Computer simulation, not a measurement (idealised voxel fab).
process module | voxel lift off
cross-section cut | 215 nm wide | cells 5 nm
A cross-section is a grid of square cells, given in bands from the top down. A band is one or more rows of cells.
Each band's line starts with the height of the band's top and of its bottom, in nm. Then come its materials from left to right, each with its width in nm. One material with "throughout" fills the band from edge to edge. "air" is empty space.
Height 0 is the level under which the wafer as received is all one material. The lowest band goes on downwards, as in "0 down".
A width such as "30 to 40" changes by the same amount from each row of cells to the next, from the band's top row to its bottom row.
"no change" after a step means that no cell of the cross-section changed.
closed voids: empty space of 8 cells or more with no open way to the top, each as width x height at its distance from the left edge, in nm
after a step's settings: what the simulator itself notes on the step
overlay nm, on a step with a mask: how far to the right of its planned place the mask lay; to the left if negative
plan
1 op RECEIVE | material Si
2 op CONFORMAL_DEP | material SiN | thk nm 5
3 op PATTERN | tone open | mask id LINES | material resist | width nm 15 | pitch nm 45 | thk nm 20 | overlay nm 0
4 op DIRECTIONAL_DEP | material Ru | thk nm 5
5 op STRIP | etch materials resist
6 op CONFORMAL_DEP | material SiCN | thk nm 5
varied across the wafers: width nm of step 3. The plan shows the first wafer's value. All wafers start alike
first wafer as received, after step 1
  0 down: Si throughout
  closed voids: none
each wafer at the end: cells of each material gained (+) or lost (-) since it was received, then its closed voids
width nm 15 | +9 Ru | +49 SiCN | +43 SiN | closed voids: none
width nm 20 | +12 Ru | +49 SiCN | +43 SiN | closed voids: none
width nm 25 | +15 Ru | +49 SiCN | +43 SiN | closed voids: none
width nm 30 | +18 Ru | +49 SiCN | +43 SiN | closed voids: none
